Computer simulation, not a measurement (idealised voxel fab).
Process module under the name voxel self aligned vias
The cross-section on display is named cut; it measures 240 nm wide, and its cells are 5 nm squares.
A cross-section is written here as square cells arranged in a grid, and it is given in bands from the top down, each band taking up one or more rows of cells. This entry defines a band. It first specifies the height of the band's top and the height of its bottom in nm, and then specifies the band's materials from left to right, stating each material with its width in nm. The word "throughout" identifies a single material that fills the band from edge to edge, while the word "air" identifies empty space. Counting heights begins at 0, where everything beneath is, in the wafer as received, one material. The lowest band has no bottom; it goes on downwards, as "top 0, no bottom" shows. Think of "30 to 40" as a width that walks from the first number to the second as you go down the band, top row to bottom row, taking equal-sized steps from row to row. Given "nothing different" for a step, no cell of the cross-section differs between before and after that step. Any empty space of 8 cells or more lacking an open way to the top shows up in "Closed void register" as width x height at distance, distance from the left edge, in nm. What comes after the settings on a step's line is commentary from the simulator itself on that step. "overlay nm" denotes, for a step that has a mask, the displacement of the mask to the right of its planned place, with negative values corresponding to the left.

Listed below are the process steps as planned
| 1 | RECEIVE | material Si |
| 2 | CONFORMAL_DEP | material SiO2 | thk nm 15 |
| 3 | CONFORMAL_DEP | material SiCN | thk nm 5 |
| 4 | DIRECTIONAL_DEP | material SiO2 | thk nm 20 |
| 5 | DIRECTIONAL_DEP | material aC | thk nm 10 |
| 6 | PATTERN | tone open | mask id LINES | material resist | width nm 25 | pitch nm 55 | thk nm 30 | overlay nm 0 |
| 7 | DIRECTIONAL_ETCH | etch materials aC | depth nm 10 |
| 8 | STRIP | etch materials resist |
| 9 | DIRECTIONAL_ETCH | etch materials SiO2 | depth nm 20 |
| 10 | STRIP | etch materials aC |
| 11 | CONFORMAL_DEP | material TiN | thk nm 5 |
| 12 | FILL_DEP | material W | thk nm 5 |
| 13 | CMP | height nm 40 |
| 14 | SELECTIVE_ETCH | etch materials W Ru TiN | depth nm 5 |
| 15 | FILL_DEP | material SiN | thk nm 5 |
| 16 | CMP | height nm 40 |
| 17 | DIRECTIONAL_DEP | material SiO2 | thk nm 20 |
| 18 | DIRECTIONAL_DEP | material aC | thk nm 10 |
| 19 | PATTERN | tone open | mask id VIAS | material resist | width nm 35 | pitch nm 55 | thk nm 25 | overlay nm 0 |
| 20 | DIRECTIONAL_ETCH | etch materials aC | depth nm 10 |
| 21 | STRIP | etch materials resist |
| 22 | DIRECTIONAL_ETCH | etch materials SiO2 | depth nm 20 |
| 23 | DIRECTIONAL_ETCH | etch materials SiN | depth nm 5 |
| 24 | STRIP | etch materials aC |
| 25 | CONFORMAL_DEP | material TiN | thk nm 5 |
| 26 | FILL_DEP | material Ru | thk nm 5 |
| 27 | CMP | height nm 60 |
| 28 | CONFORMAL_DEP | material SiN | thk nm 5 |

So this is the incoming wafer in cross-section - it's already been through step 1
	top 0, no bottom = Si throughout
	Closed void register: none

Final wafer profile in cross-section after the module, from the same start and plan as above, with one mistake made during processing
	top 65, bottom 60 = SiN throughout
	top 60, bottom 45 = 80 nm SiO2  25 nm Ru  30 nm SiO2  25 nm Ru  80 nm SiO2
	top 45, bottom 40 = 85 nm SiO2  15 nm Ru  40 nm SiO2  15 nm Ru  85 nm SiO2
	top 40, bottom 35 = SiO2 throughout
	top 35, bottom 25 = 80 nm SiO2  5 nm TiN  15 nm W  5 nm TiN  30 nm SiO2  5 nm TiN  15 nm W  5 nm TiN  80 nm SiO2
	top 25, bottom 20 = 80 nm SiO2  25 nm TiN  30 nm SiO2  25 nm TiN  80 nm SiO2
	top 20, bottom 15 = SiCN throughout
	top 15, bottom 0 = SiO2 throughout
	top 0, no bottom = Si throughout
	Closed void register: none
Against the plan, the run slipped here: step 25 off recipe, ran as CONFORMAL_DEP | material SiO2 | thk nm 5
